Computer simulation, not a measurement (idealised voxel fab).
process module | voxel ribs on slabs
cross-section cut | 220 nm wide | cells 5 nm
A cross-section is a grid of square cells, given in bands from the top down. A band is one or more rows of cells.
Each band's line starts with the height of the band's top and of its bottom, in nm. Then come its materials from left to right, each with its width in nm. One material with "throughout" fills the band from edge to edge. "air" is empty space.
Height 0 is the level under which the wafer as received is all one material. The lowest band goes on downwards, as in "0 down".
A width such as "30 to 40" changes by the same amount from each row of cells to the next, from the band's top row to its bottom row.
"no change" after a step means that no cell of the cross-section changed.
closed voids: empty space of 8 cells or more with no open way to the top, each as width x height at its distance from the left edge, in nm
after a step's settings: what the simulator itself notes on the step
overlay nm, on a step with a mask: how far to the right of its planned place the mask lay; to the left if negative
plan
1 op RECEIVE | material Si
2 op DIRECTIONAL_DEP | material SiO2 | thk nm 30
3 op DIRECTIONAL_DEP | material SiN | thk nm 15
4 op MASKED_ETCH | tone cover | mask id RIB | width nm 15 | etch materials SiN | depth nm 10 | overlay nm 0
5 op PATTERN | tone cover | mask id SLAB | material resist | width nm 55 | thk nm 20 | overlay nm 0
6 op DIRECTIONAL_ETCH | etch materials SiN | depth nm 5
7 op STRIP | etch materials resist
8 op FILL_DEP | material SiO2 | thk nm 25
9 op CMP | height nm 60
10 op DIRECTIONAL_DEP | material TiN | thk nm 5
11 op DIRECTIONAL_DEP | material aC | thk nm 15
12 op PATTERN | tone cover | mask id HEATER | material resist | width nm 25 | thk nm 35 | overlay nm 0
13 op DIRECTIONAL_ETCH | etch materials aC | depth nm 15
14 op STRIP | etch materials resist
15 op DIRECTIONAL_ETCH | etch materials TiN | depth nm 5
16 op STRIP | etch materials aC
17 op CONFORMAL_DEP | material SiO2 | thk nm 5
as received, after step 1
  0 down: Si throughout
  closed voids: none
a wafer at the end: this start, this plan, one mistake
  70 to 65: air 90 | SiO2 35 | air 95
  65 to 60: SiO2 95 | TiN 25 | SiO2 100
  60 to 50: SiO2 100 | SiN 15 | SiO2 105
  50 to 45: SiO2 80 | SiN 55 | SiO2 85
  45 to 30: SiN throughout
  30 to 0: SiO2 throughout
  0 down: Si throughout
  closed voids: none
what went wrong: step 3 was run twice
